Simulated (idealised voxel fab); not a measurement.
process module | voxel self aligned contacts
cross-section cut | 205 nm wide | cells 5 nm
A cross-section is a grid of square cells, given in bands from the top down. A band is one or more rows of cells.
Each band's line starts with the height of the band's top and of its bottom, in nm. Then come its materials from left to right, each with its width in nm. One material with "throughout" fills the band from edge to edge. "air" is empty space.
Height 0 is the level under which the wafer as received is all one material. The lowest band goes on downwards, as in "0 down".
A width such as "30 to 40" changes by the same amount from each row of cells to the next, from the band's top row to its bottom row.
"no change" after a step means that no cell of the cross-section changed.
closed voids: empty space of 8 cells or more with no open way to the top, each as width x height at its distance from the left edge, in nm
after a step's settings: what the simulator itself notes on the step
overlay nm, on a step with a mask: how far to the right of its planned place the mask lay; to the left if negative
plan
1 op RECEIVE | material Si
2 op CONFORMAL_DEP | material SiO2 | thk nm 5
3 op DIRECTIONAL_DEP | material polySi | thk nm 25
4 op DIRECTIONAL_DEP | material SiN | thk nm 20
5 op MASKED_ETCH | tone cover | mask id GATE | width nm 25 | pitch nm 60 | etch materials SiN | depth nm 20 | overlay nm 0
6 op MASKED_ETCH | tone cover | mask id GATE | width nm 25 | pitch nm 60 | etch materials polySi | depth nm 25 | overlay nm 0
7 op CONFORMAL_DEP | material SiN | thk nm 10
8 op DIRECTIONAL_ETCH | etch materials SiN | depth nm 10
9 op FILL_DEP | material SiO2 | thk nm 10
10 op CMP | height nm 55
11 op DIRECTIONAL_DEP | material aC | thk nm 10
12 op PATTERN | tone open | mask id CONTACT | material resist | width nm 45 | pitch nm 60 | thk nm 30 | overlay nm 0
13 op DIRECTIONAL_ETCH | etch materials aC | depth nm 10
14 op STRIP | etch materials resist
15 op DIRECTIONAL_ETCH | etch materials SiO2 | depth nm 55
16 op STRIP | etch materials aC
17 op CONFORMAL_DEP | material TiN | thk nm 5
18 op FILL_DEP | material Ru | thk nm 5
19 op CMP | height nm 55
20 op CONFORMAL_DEP | material SiN | thk nm 5
as received, after step 1
  0 down: Si throughout
  closed voids: none
a wafer at the end: this start, this plan, one mistake
  60 to 55: SiN throughout
  55 to 45: SiO2 50 | TiN 5 to 20 | Ru 35 to 5 | TiN 5 to 20 | SiO2 15 | TiN 5 to 20 | Ru 35 to 5 | TiN 5 to 20 | SiO2 50
  45 to 25: SiO2 20 | SiN 45 | TiN 5 | Ru 5 | TiN 5 | SiN 45 | TiN 5 | Ru 5 | TiN 5 | SiN 45 | SiO2 20
  25 to 5: SiO2 20 | SiN 10 | polySi 25 | SiN 10 | TiN 5 | Ru 5 | TiN 5 | SiN 10 | polySi 25 | SiN 10 | TiN 5 | Ru 5 | TiN 5 | SiN 10 | polySi 25 | SiN 10 | SiO2 20
  5 to 0: SiO2 20 | SiN 10 | polySi 25 | SiN 10 | TiN 15 | SiN 10 | polySi 25 | SiN 10 | TiN 15 | SiN 10 | polySi 25 | SiN 10 | SiO2 20
  0 down: Si throughout
  closed voids: none
what went wrong: step 2 was left out
